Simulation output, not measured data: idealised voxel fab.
Process module, titled voxel local oxidation
Square cell edge 5 nm, section width 190 nm, ID cut.
Reading order for cross-sections: top band down to bottom band. Underlying form: a grid of square cells. Band size: one or more rows of cells. Heights first: top, then bottom, in nm. Then materials, left to right, each with a width in nm. "throughout" on a single material: fills the band edge to edge. "blank": empty space. Where do heights start? At 0: under that level the wafer as delivered is made of one material only. And the lowest band has no floor; it just carries on downward, as in "0 -> down". Note: "30..40" means the width goes from the first number (top row of the band) to the second number (bottom row) in equal steps per row of cells. "changes: none", as given for a step, is the statement that not any cell of the cross-section underwent a change during that step. "Trapped void list" specifies each empty space that is not open to the top and that occupies no fewer than 8 cells, using the form width x height at distance, the distance measured from the left edge and all three quantities in nm. Formally, on a step line, whatever follows the settings is a remark that the simulator itself makes on the step. If you see "overlay nm" on a step's line and that step has a mask, it's telling you how far right of where it was planned the mask ended up; a negative number means it went left instead.

Process steps foreseen in the plan:
step 1: RECEIVE [material Si]
step 2: CONFORMAL_DEP [material SiO2] [thk nm 5]
step 3: CONFORMAL_DEP [material SiN] [thk nm 15]
step 4: MASKED_ETCH [tone cover] [mask id ACTIVE] [width nm 105] [etch materials SiN] [depth nm 15] [overlay nm 0]
step 5: SELECTIVE_ETCH [etch materials SiO2] [depth nm 5]
step 6: OXIDIZE [depth nm 5]
step 7: STRIP [etch materials SiN]
It is noted that the wafers described herein are identical at the outset and are distinguished by the depth nm of step 6; the value stated in the plan corresponds to the first wafer.

As-received cross-section, first of several wafers, post step 1:
- 0 -> down = Si throughout
- Trapped void list: none

The following table contains a row per wafer, in which are reported, at the conclusion of the module, the cells of each material gained (+) or lost (-) since the wafer's receipt, with its closed voids given thereafter:
depth nm 5; -21 Si; +40 SiO2; Trapped void list: none
depth nm 10; -46 Si; +65 SiO2; Trapped void list: none
depth nm 15; -75 Si; +94 SiO2; Trapped void list: none
depth nm 20; -108 Si; +127 SiO2; Trapped void list: none
depth nm 25; -145 Si; +164 SiO2; Trapped void list: none
